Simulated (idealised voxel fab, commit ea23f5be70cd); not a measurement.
The process module presented herein is designated voxel gate over fins.
In the cross-section labelled cut, the width is 275 nm and each square cell is 5 nm.
In what follows, cross-sections appear as grids of square cells, described through bands that run from the top down, where every band is one or more rows of cells. First you get the band's top height and its bottom height, in nm, and then the materials it's made of, left to right, with each width in nm. If you see a single material with "full width", that one covers the band edge to edge. "empty" is empty space. For the purposes of this specification, 0 denotes the height below which the wafer in its as-received condition is composed wholly of one material, and the lowermost band, lacking a lower limit, extends downward without end, as expressed in "0 down". A width given as "30->40" starts at the first number in the band's top row and ends at the second number in its bottom row, shifting by an equal amount at every step from row to row. Take "remains unaltered" at face value: in the step it is given for, the cross-section changed in none of its cells. So "closed voids" is basically the list of trapped voids: any empty space of 8 cells or more that can't reach the top through an opening. They're written width x height at distance, the distance being from the left edge, and it's all nm. On each step's line, the part that comes after the settings is the simulator's own comment on the step. What "overlay nm" on a step's line means: if the step has a mask, that mask lay this far to the right of its planned place, or, when the value is negative, to the left.
This section lists the process steps that were planned:
1. RECEIVE [material Si]
2. CONFORMAL_DEP [material SiN] [thk nm 10]
3. DIRECTIONAL_DEP [material aC] [thk nm 10]
4. PATTERN [tone cover] [mask id FINS] [material resist] [width nm 15] [pitch nm 55] [thk nm 30] [overlay nm 0]
5. DIRECTIONAL_ETCH [etch materials aC] [depth nm 10]
6. STRIP [etch materials resist]
7. DIRECTIONAL_ETCH [etch materials SiN] [depth nm 10]
8. DIRECTIONAL_ETCH [etch materials Si] [depth nm 40]
9. STRIP [etch materials aC]
10. FILL_DEP [material SiO2] [thk nm 10]
11. CMP [height nm 10]
12. PATTERN [tone open] [mask id RAIL] [material resist] [width nm 15] [thk nm 20] [overlay nm 0]
13. DIRECTIONAL_ETCH [etch materials SiO2] [depth nm 45]
14. STRIP [etch materials resist]
15. CONFORMAL_DEP [material TiN] [thk nm 5]
16. FILL_DEP [material W] [thk nm 5]
17. CMP [height nm 10]
18. SELECTIVE_ETCH [etch materials W Ru TiN] [depth nm 30]
19. FILL_DEP [material SiO2] [thk nm 5]
20. CMP [height nm 10]
21. SELECTIVE_ETCH [etch materials SiO2] [depth nm 25]
22. STRIP [etch materials SiN]
23. CONFORMAL_DEP [material HfO2] [thk nm 5]
24. CONFORMAL_DEP [material TiN] [thk nm 5]
25. FILL_DEP [material W] [thk nm 15]
26. CMP [height nm 20]
27. CONFORMAL_DEP [material SiCN] [thk nm 5]
Here's what the wafer looked like in cross-section when it arrived - that's after step 1:
- 0 down | Si full width
- closed voids: none
Post-module cross-section of the first of two wafers (run per plan):
- 25 to 20 | SiCN full width
- 20 to 10 | W full width
- 10 to 5 | 65 of W, 35 of TiN, 20 of W, 35 of TiN, 20 of W, 35 of TiN, 65 of W
- 5 to 0 | 65 of W, 5 of TiN, 25 of HfO2, 5 of TiN, 20 of W, 5 of TiN, 25 of HfO2, 5 of TiN, 20 of W, 5 of TiN, 25 of HfO2, 5 of TiN, 65 of W
- 0 to -5 | 65 of W, 5 of TiN, 5 of HfO2, 15 of Si, 5 of HfO2, 5 of TiN, 20 of W, 5 of TiN, 5 of HfO2, 15 of Si, 5 of HfO2, 5 of TiN, 20 of W, 5 of TiN, 5 of HfO2, 15 of Si, 5 of HfO2, 5 of TiN, 65 of W
- -5 to -10 | 70 of TiN, 5 of HfO2, 15 of Si, 5 of HfO2, 30 of TiN, 5 of HfO2, 15 of Si, 5 of HfO2, 30 of TiN, 5 of HfO2, 15 of Si, 5 of HfO2, 70 of TiN
- -10 to -15 | 75 of HfO2, 15 of Si, 40 of HfO2, 15 of Si, 40 of HfO2, 15 of Si, 75 of HfO2
- -15 to -20 | 75 of SiO2, 15 of Si, 40 of SiO2, 15 of Si, 40 of SiO2, 15 of Si, 75 of SiO2
- -20 to -30 | 75 of SiO2, 15 of Si, 10 of SiO2, 5 of TiN, 5 of W, 5 of TiN, 15 of SiO2, 15 of Si, 40 of SiO2, 15 of Si, 75 of SiO2
- -30 to -35 | 75 of SiO2, 15 of Si, 10 of SiO2, 15 of TiN, 15 of SiO2, 15 of Si, 40 of SiO2, 15 of Si, 75 of SiO2
- -35 to -40 | 75 of SiO2, 15 of Si, 40 of SiO2, 15 of Si, 40 of SiO2, 15 of Si, 75 of SiO2
- -40 down | Si full width
- closed voids: none
Here is the second of the two wafers cut open at the end of the module - same start, same plan as the first one, but we made one mistake running it:
- 25 to 20 | SiCN full width
- 20 to 10 | W full width
- 10 to 5 | 65 of W, 35 of TiN, 20 of W, 35 of TiN, 20 of W, 35 of TiN, 65 of W
- 5 to 0 | 65 of W, 5 of TiN, 25 of HfO2, 5 of TiN, 20 of W, 5 of TiN, 25 of HfO2, 5 of TiN, 20 of W, 5 of TiN, 25 of HfO2, 5 of TiN, 65 of W
- 0 to -10 | 65 of W, 5 of TiN, 5 of HfO2, 15 of Si, 5 of HfO2, 5 of TiN, 20 of W, 5 of TiN, 5 of HfO2, 15 of Si, 5 of HfO2, 5 of TiN, 20 of W, 5 of TiN, 5 of HfO2, 15 of Si, 5 of HfO2, 5 of TiN, 65 of W
- -10 to -20 | 65 of W, 5 of TiN, 5 of HfO2, 15 of Si, 5->30 of HfO2, 30->5 of TiN, 5 of HfO2, 15 of Si, 5 of HfO2, 5 of TiN, 20 of W, 5 of TiN, 5 of HfO2, 15 of Si, 5 of HfO2, 5 of TiN, 65 of W
- -20 to -30 | 65 of W, 5 of TiN, 5 of HfO2, 15 of Si, 10 of HfO2, 5 of TiN, 5 of W, 5 of TiN, 5 of HfO2, 5 of TiN, 5 of HfO2, 15 of Si, 5 of HfO2, 5 of TiN, 20 of W, 5 of TiN, 5 of HfO2, 15 of Si, 5 of HfO2, 5 of TiN, 65 of W
- -30 to -35 | 70 of TiN, 5 of HfO2, 15 of Si, 10 of HfO2, 15 of TiN, 5 of HfO2, 5 of TiN, 5 of HfO2, 15 of Si, 5 of HfO2, 30 of TiN, 5 of HfO2, 15 of Si, 5 of HfO2, 70 of TiN
- -35 to -40 | 75 of HfO2, 15 of Si, 15 of HfO2, 5 of SiO2, 20 of HfO2, 15 of Si, 40 of HfO2, 15 of Si, 75 of HfO2
- -40 down | Si full width
- closed voids: none
What was the processing mistake? step 21 from the plan got run twice
Per the end-of-run cell counts, the second wafer holds more or fewer of some materials than the first: +40 HfO2 | -220 SiO2 | +26 TiN | +154 W
